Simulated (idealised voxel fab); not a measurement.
Title: Process Module voxel quadruple lines
In the cross-section labelled cut, the width is 270 nm and each square cell is 5 nm.
Just so we're on the same page, the cross-sections are grids of square cells, and they're listed out in bands top to bottom, each band one or more rows deep.
Read a band's entry like this: the first values are the height of its top and the height of its bottom in nm, and what follows is the sequence of materials from left to right, each with its width in nm. Note that "blank" is empty space, and that a single material marked "edge to edge" reaches across the band from edge to edge.
Heights are expressed relative to 0, this being the level below which the as-received wafer comprises one material exclusively. The lowest band is unbounded in the downward direction and is denoted as in "from 0 down".
With a width like "30->40", each row of cells in the band differs from the next by the same amount, the top row carrying the first number and the bottom row the second.
Step note "nothing altered" = no cross-section cell changed.
The entry "Fully sealed voids" lists the empty spaces that cover at least 8 cells and have no open path to the top. Each is written as width x height at distance, where the distance is measured from the left edge and all three values are in nm.
Text after the settings on a step's line: the simulator's own remark on that step.
overlay nm: step with mask; distance mask lay right of planned place; negative value = left of planned place.

Intended process steps:
- 1: RECEIVE,material Si
- 2: CONFORMAL_DEP,material SiO2,thk nm 10
- 3: DIRECTIONAL_DEP,material TiN,thk nm 10
- 4: DIRECTIONAL_DEP,material polySi,thk nm 15
- 5: DIRECTIONAL_DEP,material aC,thk nm 20
- 6: PATTERN,tone cover,mask id MANDREL,material resist,width nm 35,thk nm 30,overlay nm 0
- 7: DIRECTIONAL_ETCH,etch materials aC,depth nm 20
- 8: STRIP,etch materials resist
- 9: CONFORMAL_DEP,material SiO2,thk nm 15
- 10: DIRECTIONAL_ETCH,etch materials SiO2,depth nm 15
- 11: STRIP,etch materials aC
- 12: DIRECTIONAL_ETCH,etch materials polySi,depth nm 15
- 13: STRIP,etch materials SiO2
- 14: CONFORMAL_DEP,material SiN,thk nm 10
- 15: DIRECTIONAL_ETCH,etch materials SiN,depth nm 10
- 16: STRIP,etch materials polySi
- 17: DIRECTIONAL_ETCH,etch materials TiN,depth nm 10
- 18: STRIP,etch materials SiN
- 19: FILL_DEP,material SiO2,thk nm 5
- 20: CMP,height nm 20

Account of the first of two wafers, which was processed as intended:

As received (post step 1): cross-section:
> from 0 down: Si edge to edge
> Fully sealed voids: none

After step 2, in cross-section:
> from 10 to 0: SiO2 edge to edge
> All layers under 0 are left as they were.

After step 3, in cross-section:
> from 20 to 10: TiN edge to edge
> All layers under 10 are left as they were.

After step 4, in cross-section:
> from 35 to 20: polySi edge to edge
> All layers under 20 are left as they were.

After step 5, in cross-section:
> from 55 to 35: aC edge to edge
> All layers under 35 are left as they were.

After step 6, in cross-section:
> from 85 to 55: blank 115 nm, resist 35 nm, blank 120 nm
> All layers under 55 are left as they were.

After step 7, in cross-section:
> from 65 to 55: blank 115 nm, resist 35 nm, blank 120 nm
> from 55 to 35: blank 115 nm, aC 35 nm, blank 120 nm
> All layers under 35 are left as they were.

After step 8, in cross-section:
> from 55 to 35: blank 115 nm, aC 35 nm, blank 120 nm
> All layers under 35 are left as they were.

After step 9, in cross-section:
> from 70 to 55: blank 100 nm, SiO2 65 nm, blank 105 nm
> from 55 to 50: blank 100 nm, SiO2 15 nm, aC 35 nm, SiO2 15 nm, blank 105 nm
> from 50 to 35: SiO2 115 nm, aC 35 nm, SiO2 120 nm
> All layers under 35 are left as they were.

After step 10, in cross-section:
> from 55 to 35: blank 100 nm, SiO2 15 nm, aC 35 nm, SiO2 15 nm, blank 105 nm
> All layers under 35 are left as they were.

After step 11, in cross-section:
> from 55 to 35: blank 100 nm, SiO2 15 nm, blank 35 nm, SiO2 15 nm, blank 105 nm
> All layers under 35 are left as they were.

After step 12, in cross-section:
> from 55 to 35: blank 100 nm, SiO2 15 nm, blank 35 nm, SiO2 15 nm, blank 105 nm
> from 35 to 20: blank 100 nm, polySi 15 nm, blank 35 nm, polySi 15 nm, blank 105 nm
> All layers under 20 are left as they were.

After step 13, in cross-section:
> from 35 to 20: blank 100 nm, polySi 15 nm, blank 35 nm, polySi 15 nm, blank 105 nm
> All layers under 20 are left as they were.

After step 14, in cross-section:
> from 45 to 35: blank 90 nm, SiN 35 nm, blank 15 nm, SiN 35 nm, blank 95 nm
> from 35 to 30: blank 90 nm, SiN 10 nm, polySi 15 nm, SiN 10 nm, blank 15 nm, SiN 10 nm, polySi 15 nm, SiN 10 nm, blank 95 nm
> from 30 to 20: SiN 100 nm, polySi 15 nm, SiN 35 nm, polySi 15 nm, SiN 105 nm
> All layers under 20 are left as they were.

After step 15, in cross-section:
> from 35 to 20: blank 90 nm, SiN 10 nm, polySi 15 nm, SiN 10 nm, blank 15 nm, SiN 10 nm, polySi 15 nm, SiN 10 nm, blank 95 nm
> All layers under 20 are left as they were.

After step 16, in cross-section:
> from 35 to 20: blank 90 nm, SiN 10 nm, blank 15 nm, SiN 10 nm, blank 15 nm, SiN 10 nm, blank 15 nm, SiN 10 nm, blank 95 nm
> All layers under 20 are left as they were.

After step 17, in cross-section:
> from 35 to 20: blank 90 nm, SiN 10 nm, blank 15 nm, SiN 10 nm, blank 15 nm, SiN 10 nm, blank 15 nm, SiN 10 nm, blank 95 nm
> from 20 to 10: blank 90 nm, TiN 10 nm, blank 15 nm, TiN 10 nm, blank 15 nm, TiN 10 nm, blank 15 nm, TiN 10 nm, blank 95 nm
> All layers under 10 are left as they were.

After step 18, in cross-section:
> from 20 to 10: blank 90 nm, TiN 10 nm, blank 15 nm, TiN 10 nm, blank 15 nm, TiN 10 nm, blank 15 nm, TiN 10 nm, blank 95 nm
> All layers under 10 are left as they were.

After step 19, in cross-section:
> from 25 to 20: SiO2 edge to edge
> from 20 to 10: SiO2 90 nm, TiN 10 nm, SiO2 15 nm, TiN 10 nm, SiO2 15 nm, TiN 10 nm, SiO2 15 nm, TiN 10 nm, SiO2 95 nm
> All layers under 10 are left as they were.

After step 20, in cross-section:
> from 20 to 10: SiO2 90 nm, TiN 10 nm, SiO2 15 nm, TiN 10 nm, SiO2 15 nm, TiN 10 nm, SiO2 15 nm, TiN 10 nm, SiO2 95 nm
> All layers under 10 are left as they were.

The Second Wafer: Common Origin and Plan, One Mistake in Execution, Identical to the First Through Step 9:

X-section, second wafer, when step 10 was due to finish:
> from 55 to 40: blank 115 nm, aC 35 nm, blank 120 nm
> from 40 to 35: blank 100 nm, SiO2 15 nm, aC 35 nm, SiO2 15 nm, blank 105 nm
> All layers under 35 are left as they were.

X-section, second wafer, when step 11 was due to finish:
> from 40 to 35: blank 100 nm, SiO2 15 nm, blank 35 nm, SiO2 15 nm, blank 105 nm
> All layers under 35 are left as they were.

X-section, second wafer, when step 12 was due to finish:
> from 40 to 35: blank 100 nm, SiO2 15 nm, blank 35 nm, SiO2 15 nm, blank 105 nm
> from 35 to 20: blank 100 nm, polySi 15 nm, blank 35 nm, polySi 15 nm, blank 105 nm
> All layers under 20 are left as they were.

X-section, second wafer, when step 13 was due to finish:
> from 35 to 20: blank 100 nm, polySi 15 nm, blank 35 nm, polySi 15 nm, blank 105 nm
> All layers under 20 are left as they were.

X-section, second wafer, when step 14 was due to finish:
> from 45 to 35: blank 90 nm, SiN 35 nm, blank 15 nm, SiN 35 nm, blank 95 nm
> from 35 to 30: blank 90 nm, SiN 10 nm, polySi 15 nm, SiN 10 nm, blank 15 nm, SiN 10 nm, polySi 15 nm, SiN 10 nm, blank 95 nm
> from 30 to 20: SiN 100 nm, polySi 15 nm, SiN 35 nm, polySi 15 nm, SiN 105 nm
> All layers under 20 are left as they were.

X-section, second wafer, when step 15 was due to finish:
> from 35 to 20: blank 90 nm, SiN 10 nm, polySi 15 nm, SiN 10 nm, blank 15 nm, SiN 10 nm, polySi 15 nm, SiN 10 nm, blank 95 nm
> All layers under 20 are left as they were.

X-section, second wafer, when step 16 was due to finish:
> from 35 to 20: blank 90 nm, SiN 10 nm, blank 15 nm, SiN 10 nm, blank 15 nm, SiN 10 nm, blank 15 nm, SiN 10 nm, blank 95 nm
> All layers under 20 are left as they were.

X-section, second wafer, when step 17 was due to finish:
> from 35 to 20: blank 90 nm, SiN 10 nm, blank 15 nm, SiN 10 nm, blank 15 nm, SiN 10 nm, blank 15 nm, SiN 10 nm, blank 95 nm
> from 20 to 10: blank 90 nm, TiN 10 nm, blank 15 nm, TiN 10 nm, blank 15 nm, TiN 10 nm, blank 15 nm, TiN 10 nm, blank 95 nm
> All layers under 10 are left as they were.

X-section, second wafer, when step 18 was due to finish:
> from 20 to 10: blank 90 nm, TiN 10 nm, blank 15 nm, TiN 10 nm, blank 15 nm, TiN 10 nm, blank 15 nm, TiN 10 nm, blank 95 nm
> All layers under 10 are left as they were.

X-section, second wafer, when step 19 was due to finish:
> from 25 to 20: SiO2 edge to edge
> from 20 to 10: SiO2 90 nm, TiN 10 nm, SiO2 15 nm, TiN 10 nm, SiO2 15 nm, TiN 10 nm, SiO2 15 nm, TiN 10 nm, SiO2 95 nm
> All layers under 10 are left as they were.

X-section, second wafer, when step 20 was due to finish:
> from 20 to 10: SiO2 90 nm, TiN 10 nm, SiO2 15 nm, TiN 10 nm, SiO2 15 nm, TiN 10 nm, SiO2 15 nm, TiN 10 nm, SiO2 95 nm
> All layers under 10 are left as they were.
The plan and the run diverged here: step 10 was run twice
Final cross-sections of the two wafers are identical, so the mistake has no effect on what this model computes.
